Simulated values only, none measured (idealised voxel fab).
Process module, titled voxel self aligned vias
Cross-section cut: width 250 nm, square cells of 5 nm.
A cross-section in this document is a grid of square cells, and it is written down as bands, the top band listed before the ones below it; a band is made up of one or more rows of cells. The entry gives the band's vertical extent as a top height and a bottom height in nm, then its horizontal make-up as materials from left to right, each with a width in nm. "blank" stands for empty space; a single material marked "edge to edge" fills the band edge to edge. Height 0 is the level under which the wafer as received is all one material. The lowest band goes on downwards, as in "0 nm and below". Graded width ("30 to 40"): value in top row of band = first number; value in bottom row = second number; row-to-row change constant. You'll sometimes find "nothing different" written for a step, and that's the way of saying that nowhere in the cross-section did a cell change during that step. So "Internal closed voids" is basically the list of trapped voids: any empty space of 8 cells or more that can't reach the top through an opening. They're written width x height at distance, the distance being from the left edge, and it's all nm. On each step's line, the part that comes after the settings is the simulator's own comment on the step. "overlay nm", when on a step's line for a step with a mask, measures how far to the right of its planned place the mask lay; a negative measure means to the left.
-- The planned process steps are enumerated hereunder
1,RECEIVE, material Si
2,CONFORMAL_DEP, material SiO2, thk nm 15
3,CONFORMAL_DEP, material SiCN, thk nm 5
4,DIRECTIONAL_DEP, material SiO2, thk nm 25
5,MASKED_ETCH, tone open, mask id LINES, width nm 25, pitch nm 65, etch materials SiO2, depth nm 25, overlay nm 0
6,CONFORMAL_DEP, material TiN, thk nm 5
7,FILL_DEP, material W, thk nm 5
8,CMP, height nm 45
9,SELECTIVE_ETCH, etch materials W Ru TiN, depth nm 10
10,FILL_DEP, material SiN, thk nm 10
11,CMP, height nm 45
12,DIRECTIONAL_DEP, material SiO2, thk nm 20
13,MASKED_ETCH, tone open, mask id VIAS, width nm 35, pitch nm 65, etch materials SiO2, depth nm 20, overlay nm 0
14,MASKED_ETCH, tone open, mask id VIAS, width nm 35, pitch nm 65, etch materials SiN, depth nm 10, overlay nm 0
15,CONFORMAL_DEP, material TiN, thk nm 5
16,FILL_DEP, material W, thk nm 10
17,CMP, height nm 65
18,CONFORMAL_DEP, material SiN, thk nm 5
-- As received (post step 1): cross-section
	0 nm and below: Si edge to edge
	Internal closed voids: none
-- Look at the cross-section after the module: the wafer started out the way shown above and the plan was the one shown above, yet one mistake was made along the way
	85 nm to 80 nm: SiN edge to edge
	80 nm to 70 nm: W edge to edge
	70 nm to 65 nm: TiN 80 nm, then W 25 nm, then TiN 40 nm, then W 25 nm, then TiN 80 nm
	65 nm to 50 nm: SiO2 75 nm, then TiN 5 nm, then W 25 nm, then TiN 5 nm, then SiO2 30 nm, then TiN 5 nm, then W 25 nm, then TiN 5 nm, then SiO2 75 nm
	50 nm to 40 nm: SiO2 75 to 80 nm, then TiN 10 to 5 nm, then W 15 nm, then TiN 10 to 5 nm, then SiO2 30 to 40 nm, then TiN 10 to 5 nm, then W 15 nm, then TiN 10 to 5 nm, then SiO2 75 to 80 nm
	40 nm to 35 nm: SiO2 80 nm, then TiN 25 nm, then SiO2 40 nm, then TiN 25 nm, then SiO2 80 nm
	35 nm to 25 nm: SiO2 80 nm, then TiN 5 nm, then W 15 nm, then TiN 5 nm, then SiO2 40 nm, then TiN 5 nm, then W 15 nm, then TiN 5 nm, then SiO2 80 nm
	25 nm to 20 nm: SiO2 80 nm, then TiN 25 nm, then SiO2 40 nm, then TiN 25 nm, then SiO2 80 nm
	20 nm to 15 nm: SiCN edge to edge
	15 nm to 0 nm: SiO2 edge to edge
	0 nm and below: Si edge to edge
	Internal closed voids: none
In executing the process, a mistake was made relative to the plan: step 17 was left out
